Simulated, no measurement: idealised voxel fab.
This is a process module. Its name is voxel self aligned vias.
The cross-section shown here is cut; it is 300 nm wide and divided into square cells measuring 5 nm on a side.
Reading order for cross-sections: top band down to bottom band. Underlying form: a grid of square cells. Band size: one or more rows of cells. It is stipulated that each band's entry specify, in nanometres, the height of the top of the band and then that of its bottom, followed by the materials of the band in left-to-right sequence, each together with its width in nanometres. A single material marked by the word "all across" is understood to fill the band from edge to edge; the word "air" is understood to denote empty space. Counting heights begins at 0, where everything beneath is, in the wafer as received, one material. The lowest band has no bottom; it goes on downwards, as "top 0, no bottom" shows. The two numbers in a width such as "30..40" mark its ends across the band: the first belongs to the top row of cells, the second to the bottom row, and from each row to the next the width moves by the same amount. You'll sometimes find "no change" written for a step, and that's the way of saying that nowhere in the cross-section did a cell change during that step. In "Enclosed void listing" the enclosed voids are listed, meaning empty spaces of 8 cells or larger without any opening to the top. The form is width x height at distance, distance from the left edge, units nm. What comes after the settings on a step's line is commentary from the simulator itself on that step. overlay nm: on a step with a mask, how far right of its planned place the mask lay; negative means left.

**Steps in the process plan**
1. RECEIVE [material Si]
2. CONFORMAL_DEP [material SiO2] [thk nm 15]
3. CONFORMAL_DEP [material SiCN] [thk nm 5]
4. DIRECTIONAL_DEP [material lowk] [thk nm 30]
5. MASKED_ETCH [tone open] [mask id LINES] [width nm 20] [pitch nm 65] [etch materials lowk] [depth nm 30] [overlay nm -15]
6. CONFORMAL_DEP [material TiN] [thk nm 5]
7. FILL_DEP [material W] [thk nm 10]
8. CMP [height nm 50]
9. SELECTIVE_ETCH [etch materials W Ru TiN] [depth nm 5]
10. FILL_DEP [material SiN] [thk nm 10]
11. CMP [height nm 50]
12. DIRECTIONAL_DEP [material lowk] [thk nm 15]
13. PATTERN [tone open] [mask id VIAS] [material resist] [width nm 40] [pitch nm 65] [thk nm 15] [overlay nm 0]
14. DIRECTIONAL_ETCH [etch materials lowk] [depth nm 15]
15. DIRECTIONAL_ETCH [etch materials SiN] [depth nm 5]
16. STRIP [etch materials resist]
17. CONFORMAL_DEP [material TiN] [thk nm 5]
18. FILL_DEP [material Cu] [thk nm 10]
19. CMP [height nm 65]
20. CONFORMAL_DEP [material SiN] [thk nm 5]
It is noted that the wafers described herein are identical at the outset and are distinguished by the overlay nm of step 5; the value stated in the plan corresponds to the first wafer.

**Sectional view: first of several wafers, as received, after step 1**
> top 0, no bottom = Si all across
> Enclosed void listing: none

**Module finished, last step 20 done: cross-section of the first of several wafers**
> top 70, bottom 65 = SiN all across
> top 65, bottom 55 = lowk (65), TiN (5), Cu (30), TiN (5), lowk (25), TiN (5), Cu (30), TiN (5), lowk (25), TiN (5), Cu (30), TiN (5), lowk (65)
> top 55, bottom 50 = lowk (65), TiN (5), Cu (5), TiN (30), lowk (25), TiN (5), Cu (5), TiN (30), lowk (25), TiN (5), Cu (5), TiN (30), lowk (65)
> top 50, bottom 45 = lowk (60), SiN (5), TiN (15), lowk (45), SiN (5), TiN (15), lowk (45), SiN (5), TiN (15), lowk (90)
> top 45, bottom 25 = lowk (60), TiN (5), W (10), TiN (5), lowk (45), TiN (5), W (10), TiN (5), lowk (45), TiN (5), W (10), TiN (5), lowk (90)
> top 25, bottom 20 = lowk (60), TiN (20), lowk (45), TiN (20), lowk (45), TiN (20), lowk (90)
> top 20, bottom 15 = SiCN all across
> top 15, bottom 0 = SiO2 all across
> top 0, no bottom = Si all across
> Enclosed void listing: none

**Of the several wafers, the last: cross-section at the end of the module**
> top 70, bottom 65 = SiN all across
> top 65, bottom 55 = lowk (65), TiN (5), Cu (30), TiN (5), lowk (25), TiN (5), Cu (30), TiN (5), lowk (25), TiN (5), Cu (30), TiN (5), lowk (65)
> top 55, bottom 50 = lowk (65), TiN (30), Cu (5), TiN (5), lowk (25), TiN (30), Cu (5), TiN (5), lowk (25), TiN (30), Cu (5), TiN (5), lowk (65)
> top 50, bottom 45 = lowk (90), TiN (15), SiN (5), lowk (45), TiN (15), SiN (5), lowk (45), TiN (15), SiN (5), lowk (60)
> top 45, bottom 25 = lowk (90), TiN (5), W (10), TiN (5), lowk (45), TiN (5), W (10), TiN (5), lowk (45), TiN (5), W (10), TiN (5), lowk (60)
> top 25, bottom 20 = lowk (90), TiN (20), lowk (45), TiN (20), lowk (45), TiN (20), lowk (60)
> top 20, bottom 15 = SiCN all across
> top 15, bottom 0 = SiO2 all across
> top 0, no bottom = Si all across
> Enclosed void listing: none

**Heads up, this table goes wafer by wafer. A row tells you, at the end of the module, how many cells of each material that wafer has put on (+) or dropped (-) since it was received, and then its closed voids**
overlay nm -15; +39 Cu; +60 SiCN; +63 SiN; +180 SiO2; +78 TiN; +24 W; +396 lowk; Enclosed void listing: none
overlay nm -10; +42 Cu; +60 SiCN; +60 SiN; +180 SiO2; +78 TiN; +24 W; +396 lowk; Enclosed void listing: none
overlay nm -5; +42 Cu; +60 SiCN; +60 SiN; +180 SiO2; +78 TiN; +24 W; +396 lowk; Enclosed void listing: none
overlay nm 0; +42 Cu; +60 SiCN; +60 SiN; +180 SiO2; +78 TiN; +24 W; +396 lowk; Enclosed void listing: none
overlay nm 5; +42 Cu; +60 SiCN; +60 SiN; +180 SiO2; +78 TiN; +24 W; +396 lowk; Enclosed void listing: none
overlay nm 10; +42 Cu; +60 SiCN; +60 SiN; +180 SiO2; +78 TiN; +24 W; +396 lowk; Enclosed void listing: none
overlay nm 15; +39 Cu; +60 SiCN; +63 SiN; +180 SiO2; +78 TiN; +24 W; +396 lowk; Enclosed void listing: none
